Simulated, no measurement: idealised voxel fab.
Presented below is a process module, voxel self aligned contacts.
The cross-section shown here is cut; it is 225 nm wide and divided into square cells measuring 5 nm on a side.
For the purposes of this document, a cross-section shall be understood as a grid of square cells, specified as bands listed in top-to-bottom order, each band consisting of one or more rows of cells.
What a band's entry tells you: where the top is and where the bottom is, as heights in nm, and after that what lies inside, material by material from left to right, each with its width in nm. Empty space is written as the word "blank", and a single material marked with the word "all across" occupies the band from edge to edge.
Measure heights from 0. That's the level where, below it, the as-received wafer is all one material. The lowest band is bottomless and extends downward; write it as in "top 0, no bottom".
Width "30..40": first value at the band's top row of cells, second value at its bottom row, equal change from row to row.
Any step labelled "left unchanged" changed none of the cells in the cross-section.
Closed-off voids of 8+ cells (no open route to the top) go in "Sealed void inventory", written width x height at distance from the left edge, in nm.
Anything after a step's settings on that line? It's the simulator's own note about the step.
"overlay nm" on a masked step: distance the mask lay right of its planned place, negative for left.
So here's the lineup of process steps we planned
1,RECEIVE (material Si)
2,OXIDIZE (depth nm 5)
3,DIRECTIONAL_DEP (material polySi; thk nm 25)
4,DIRECTIONAL_DEP (material SiN; thk nm 25)
5,DIRECTIONAL_DEP (material aC; thk nm 10)
6,PATTERN (tone cover; mask id GATE; material resist; width nm 35; pitch nm 80; thk nm 25; overlay nm 0)
7,DIRECTIONAL_ETCH (etch materials aC; depth nm 10)
8,STRIP (etch materials resist)
9,DIRECTIONAL_ETCH (etch materials SiN; depth nm 25)
10,DIRECTIONAL_ETCH (etch materials polySi; depth nm 25)
11,STRIP (etch materials aC)
12,CONFORMAL_DEP (material SiN; thk nm 10)
13,DIRECTIONAL_ETCH (etch materials SiN; depth nm 10)
14,FILL_DEP (material SiO2; thk nm 15)
15,CMP (height nm 60)
16,MASKED_ETCH (tone open; mask id CONTACT; width nm 65; pitch nm 80; etch materials SiO2; depth nm 65; overlay nm 0)
17,CONFORMAL_DEP (material TiN; thk nm 5)
18,FILL_DEP (material W; thk nm 10)
19,CMP (height nm 60)
20,CONFORMAL_DEP (material SiCN; thk nm 5)
The cross-section here shows the wafer as received, i.e. in its state after step 1
  top 0, no bottom = Si all across
  Sealed void inventory: none
Cross-sectional result after module completion. Note: starting condition and plan are unchanged from above; one processing mistake was made
  top 65, bottom 60 = SiCN all across
  top 60, bottom 50 = 40 nm SiO2 / 5..25 nm TiN / 55..15 nm W / 5..25 nm TiN / 15 nm SiO2 / 5..25 nm TiN / 55..15 nm W / 5..25 nm TiN / 40 nm SiO2
  top 50, bottom 25 = 5 nm SiO2 / 55 nm SiN / 5 nm TiN / 15 nm W / 5 nm TiN / 55 nm SiN / 5 nm TiN / 15 nm W / 5 nm TiN / 55 nm SiN / 5 nm SiO2
  top 25, bottom 15 = 5 nm SiO2 / 10 nm SiN / 35 nm polySi / 10 nm SiN / 5 nm TiN / 15 nm W / 5 nm TiN / 10 nm SiN / 35 nm polySi / 10 nm SiN / 5 nm TiN / 15 nm W / 5 nm TiN / 10 nm SiN / 35 nm polySi / 10 nm SiN / 5 nm SiO2
  top 15, bottom 10 = 5 nm SiO2 / 10 nm SiN / 35 nm polySi / 10 nm SiN / 25 nm TiN / 10 nm SiN / 35 nm polySi / 10 nm SiN / 25 nm TiN / 10 nm SiN / 35 nm polySi / 10 nm SiN / 5 nm SiO2
  top 10, bottom 0 = 15 nm SiN / 35 nm polySi / 45 nm SiN / 35 nm polySi / 45 nm SiN / 35 nm polySi / 15 nm SiN
  top 0, bottom -5 = SiO2 all across
  top -5, no bottom = Si all across
  Sealed void inventory: none
Where did the run depart from the plan? steps 12 and 13 of the plan were each performed in the slot designated for the other
